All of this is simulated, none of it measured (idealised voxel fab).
Process module in this document: voxel gate over fins
Each square cell in cross-section cut measures 5 nm, and the section as a whole is 245 nm wide.
Reading order for cross-sections: top band down to bottom band. Underlying form: a grid of square cells. Band size: one or more rows of cells.
Band: top and bottom heights (nm) first, top before bottom; then materials from left to right, widths in nm. "everywhere" marks a sole material filling the band edge to edge. "air" denotes empty space.
Height 0 is the level under which the wafer as received is all one material. The lowest band goes on downwards, as in "from 0 down".
Per-row width for "30->40": begins at first number (top row of band), ends at second number (bottom row), increment between rows held constant.
A step reported as "no change" is a step in which no cell of the cross-section changed.
"Sealed internal voids": sealed empty spaces, 8 cells or more, no open way to top, listed width x height at distance, with distance from the left edge and width, height and distance in nm.
The remark found on a step's line after its settings is issued by the simulator itself and pertains to that step.
"overlay nm" denotes, for a step that has a mask, the displacement of the mask to the right of its planned place, with negative values corresponding to the left.

Set out below are the planned steps of the process
step 1: RECEIVE,material Si
step 2: CONFORMAL_DEP,material SiN,thk nm 5
step 3: PATTERN,tone cover,mask id FINS,material resist,width nm 15,pitch nm 35,thk nm 15,overlay nm 0
step 4: DIRECTIONAL_ETCH,etch materials SiN,depth nm 5
step 5: DIRECTIONAL_ETCH,etch materials Si,depth nm 40
step 6: STRIP,etch materials resist
step 7: FILL_DEP,material SiO2,thk nm 10
step 8: CMP,height nm 5
step 9: SELECTIVE_ETCH,etch materials SiO2,depth nm 15
step 10: STRIP,etch materials SiN
step 11: CONFORMAL_DEP,material HfO2,thk nm 5
step 12: CONFORMAL_DEP,material TiN,thk nm 5
step 13: FILL_DEP,material W,thk nm 15
step 14: CMP,height nm 20
step 15: CONFORMAL_DEP,material SiCN,thk nm 5

Cross-section: wafer on arrival = after step 1
	from 0 down: Si everywhere
	Sealed internal voids: none

Here's the wafer cut in cross-section after the module, started and planned just like above, except one thing was done wrong in the run
	from 25 to 20: SiCN everywhere
	from 20 to 10: W everywhere
	from 10 to 5: W 50 | TiN 140 | W 55
	from 5 to 0: W 50 | TiN 5 | HfO2 25 | TiN 10 | HfO2 25 | TiN 10 | HfO2 25 | TiN 10 | HfO2 25 | TiN 5 | W 55
	from 0 to -5: TiN 55 | HfO2 5 | Si 15 | HfO2 5 | TiN 10 | HfO2 5 | Si 15 | HfO2 5 | TiN 10 | HfO2 5 | Si 15 | HfO2 5 | TiN 10 | HfO2 5 | Si 15 | HfO2 5 | TiN 60
	from -5 to -10: HfO2 50 | TiN 5 | HfO2 5 | Si 15 | HfO2 5 | TiN 10 | HfO2 5 | Si 15 | HfO2 5 | TiN 10 | HfO2 5 | Si 15 | HfO2 5 | TiN 10 | HfO2 5 | Si 15 | HfO2 5 | TiN 5 | HfO2 55
	from -10 to -15: SiO2 45 | HfO2 15 | Si 15 | HfO2 20 | Si 15 | HfO2 20 | Si 15 | HfO2 20 | Si 15 | HfO2 15 | SiO2 50
	from -15 to -40: SiO2 60 | Si 15 | SiO2 20 | Si 15 | SiO2 20 | Si 15 | SiO2 20 | Si 15 | SiO2 65
	from -40 down: Si everywhere
	Sealed internal voids: none
Misprocessing identified: deviation from plan: step 10 and step 9 executed in one another's positions
